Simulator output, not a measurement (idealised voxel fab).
process module | voxel wiring stack
cross-section cut | 205 nm wide | cells 5 nm
A cross-section is a grid of square cells, given in bands from the top down. A band is one or more rows of cells.
Each band's line starts with the height of the band's top and of its bottom, in nm. Then come its materials from left to right, each with its width in nm. One material with "throughout" fills the band from edge to edge. "air" is empty space.
Height 0 is the level under which the wafer as received is all one material. The lowest band goes on downwards, as in "0 down".
A width such as "30 to 40" changes by the same amount from each row of cells to the next, from the band's top row to its bottom row.
"no change" after a step means that no cell of the cross-section changed.
closed voids: empty space of 8 cells or more with no open way to the top, each as width x height at its distance from the left edge, in nm
after a step's settings: what the simulator itself notes on the step
overlay nm, on a step with a mask: how far to the right of its planned place the mask lay; to the left if negative
plan
1 op RECEIVE | material Si
2 op CONFORMAL_DEP | material SiO2 | thk nm 15
3 op DIRECTIONAL_DEP | material TiN | thk nm 5
4 op DIRECTIONAL_DEP | material W | thk nm 20
5 op PATTERN | tone cover | mask id METAL_1 | material resist | width nm 30 | pitch nm 45 | thk nm 15 | overlay nm 0
6 op DIRECTIONAL_ETCH | etch materials W | depth nm 20
7 op DIRECTIONAL_ETCH | etch materials TiN | depth nm 5
8 op STRIP | etch materials resist
9 op FILL_DEP | material lowk | thk nm 10
10 op CMP | height nm 40
11 op CONFORMAL_DEP | material SiCN | thk nm 5
12 op DIRECTIONAL_DEP | material lowk | thk nm 15
13 op DIRECTIONAL_DEP | material aC | thk nm 15
14 op PATTERN | tone open | mask id PLUG_1 | material resist | width nm 15 | pitch nm 45 | thk nm 30 | overlay nm 0
15 op DIRECTIONAL_ETCH | etch materials aC | depth nm 15
16 op STRIP | etch materials resist
17 op DIRECTIONAL_ETCH | etch materials lowk | depth nm 15
18 op DIRECTIONAL_ETCH | etch materials SiCN | depth nm 5
19 op STRIP | etch materials aC
20 op EPI | material Ru | thk nm 10
21 op EPI | material Ru | thk nm 10
22 op DIRECTIONAL_DEP | material TiN | thk nm 5
23 op DIRECTIONAL_DEP | material Ru | thk nm 25
24 op PATTERN | tone cover | mask id METAL_2 | material resist | width nm 30 | pitch nm 45 | thk nm 15 | overlay nm 0
25 op DIRECTIONAL_ETCH | etch materials Ru | depth nm 25
26 op DIRECTIONAL_ETCH | etch materials TiN | depth nm 5
27 op STRIP | etch materials resist
28 op FILL_DEP | material SiO2 | thk nm 10
29 op CMP | height nm 90
30 op CONFORMAL_DEP | material SiCN | thk nm 5
31 op DIRECTIONAL_DEP | material SiO2 | thk nm 15
32 op DIRECTIONAL_DEP | material aC | thk nm 15
33 op PATTERN | tone open | mask id PLUG_2 | material resist | width nm 15 | pitch nm 90 | thk nm 35 | overlay nm 0
34 op DIRECTIONAL_ETCH | etch materials aC | depth nm 15
35 op STRIP | etch materials resist
36 op DIRECTIONAL_ETCH | etch materials SiO2 | depth nm 15
37 op DIRECTIONAL_ETCH | etch materials SiCN | depth nm 5
38 op STRIP | etch materials aC
39 op CONFORMAL_DEP | material TiN | thk nm 5
40 op FILL_DEP | material Ru | thk nm 5
41 op CMP | height nm 100
42 op DIRECTIONAL_DEP | material TiN | thk nm 5
43 op DIRECTIONAL_DEP | material Ru | thk nm 15
44 op MASKED_ETCH | tone cover | mask id METAL_3 | width nm 30 | pitch nm 45 | etch materials Ru | depth nm 15 | overlay nm 0
45 op MASKED_ETCH | tone cover | mask id METAL_3 | width nm 30 | pitch nm 45 | etch materials TiN | depth nm 5 | overlay nm 0
46 op CONFORMAL_DEP | material SiCN | thk nm 5
47 op FILL_DEP | material SiO2 | thk nm 5
48 op CMP | height nm 130
49 op CONFORMAL_DEP | material SiN | thk nm 5
varied across the wafers: height nm of step 41. The plan shows the first wafer's value. All wafers start alike
first wafer as received, after step 1
  0 down: Si throughout
  closed voids: none
first wafer at the end, after step 49
  135 to 130: SiN throughout
  130 to 125: SiO2 throughout
  125 to 120: SiO2 15 | SiCN 40 | SiO2 5 | SiCN 40 | SiO2 5 | SiCN 40 | SiO2 5 | SiCN 40 | SiO2 15
  120 to 105: SiO2 15 | SiCN 5 | Ru 30 | SiCN 5 | SiO2 5 | SiCN 5 | Ru 30 | SiCN 5 | SiO2 5 | SiCN 5 | Ru 30 | SiCN 5 | SiO2 5 | SiCN 5 | Ru 30 | SiCN 5 | SiO2 15
  105 to 100: SiCN 20 | TiN 30 | SiCN 15 | TiN 30 | SiCN 15 | TiN 30 | SiCN 15 | TiN 30 | SiCN 20
  100 to 95: SiO2 20 | TiN 5 | Ru 5 | TiN 5 | SiO2 75 | TiN 5 | Ru 5 | TiN 5 | SiO2 80
  95 to 90: SiCN 20 | TiN 15 | SiCN 75 | TiN 15 | SiCN 80
  90 to 65: SiO2 20 | Ru 30 | SiO2 15 | Ru 30 | SiO2 15 | Ru 30 | SiO2 15 | Ru 30 | SiO2 20
  65 to 60: SiO2 20 | TiN 30 | SiO2 15 | TiN 30 | SiO2 15 | TiN 30 | SiO2 15 | TiN 30 | SiO2 20
  60 to 45: lowk 20 | Ru 15 | lowk 30 | Ru 15 | lowk 30 | Ru 15 | lowk 30 | Ru 15 | lowk 35
  45 to 40: SiCN 20 | Ru 15 | SiCN 30 | Ru 15 | SiCN 30 | Ru 15 | SiCN 30 | Ru 15 | SiCN 35
  40 to 20: lowk 20 | W 30 | lowk 15 | W 30 | lowk 15 | W 30 | lowk 15 | W 30 | lowk 20
  20 to 15: lowk 20 | TiN 30 | lowk 15 | TiN 30 | lowk 15 | TiN 30 | lowk 15 | TiN 30 | lowk 20
  15 to 0: SiO2 throughout
  0 down: Si throughout
  closed voids: none
last wafer at the end
  135 to 130: SiN throughout
  130 to 125: SiO2 15 | SiCN 5 | Ru 30 | SiCN 5 | SiO2 5 | SiCN 5 | Ru 30 | SiCN 5 | SiO2 5 | SiCN 5 | Ru 30 | SiCN 5 | SiO2 5 | SiCN 5 | Ru 30 | SiCN 5 | SiO2 15
  125 to 120: SiCN 20 | TiN 30 | SiCN 15 | TiN 30 | SiCN 15 | TiN 30 | SiCN 15 | TiN 30 | SiCN 20
  120 to 115: Ru throughout
  115 to 110: TiN 25 | Ru 5 | TiN 85 | Ru 5 | TiN 85
  110 to 95: SiO2 20 | TiN 5 | Ru 5 | TiN 5 | SiO2 75 | TiN 5 | Ru 5 | TiN 5 | SiO2 80
  95 to 90: SiCN 20 | TiN 15 | SiCN 75 | TiN 15 | SiCN 80
  90 to 65: SiO2 20 | Ru 30 | SiO2 15 | Ru 30 | SiO2 15 | Ru 30 | SiO2 15 | Ru 30 | SiO2 20
  65 to 60: SiO2 20 | TiN 30 | SiO2 15 | TiN 30 | SiO2 15 | TiN 30 | SiO2 15 | TiN 30 | SiO2 20
  60 to 45: lowk 20 | Ru 15 | lowk 30 | Ru 15 | lowk 30 | Ru 15 | lowk 30 | Ru 15 | lowk 35
  45 to 40: SiCN 20 | Ru 15 | SiCN 30 | Ru 15 | SiCN 30 | Ru 15 | SiCN 30 | Ru 15 | SiCN 35
  40 to 20: lowk 20 | W 30 | lowk 15 | W 30 | lowk 15 | W 30 | lowk 15 | W 30 | lowk 20
  20 to 15: lowk 20 | TiN 30 | lowk 15 | TiN 30 | lowk 15 | TiN 30 | lowk 15 | TiN 30 | lowk 20
  15 to 0: SiO2 throughout
  0 down: Si throughout
  closed voids: none
each wafer at the end: cells of each material gained (+) or lost (-) since it was received, then its closed voids
height nm 100 | +242 Ru | +137 SiCN | +41 SiN | +337 SiO2 | +82 TiN | +96 W | +172 lowk | closed voids: none
height nm 105 | +244 Ru | +137 SiCN | +41 SiN | +331 SiO2 | +86 TiN | +96 W | +172 lowk | closed voids: none
height nm 110 | +246 Ru | +105 SiCN | +41 SiN | +357 SiO2 | +90 TiN | +96 W | +172 lowk | closed voids: none
height nm 115 | +224 Ru | +97 SiCN | +41 SiN | +348 SiO2 | +129 TiN | +96 W | +172 lowk | closed voids: none
height nm 120 | +241 Ru | +89 SiCN | +41 SiN | +339 SiO2 | +129 TiN | +96 W | +172 lowk | closed voids: none
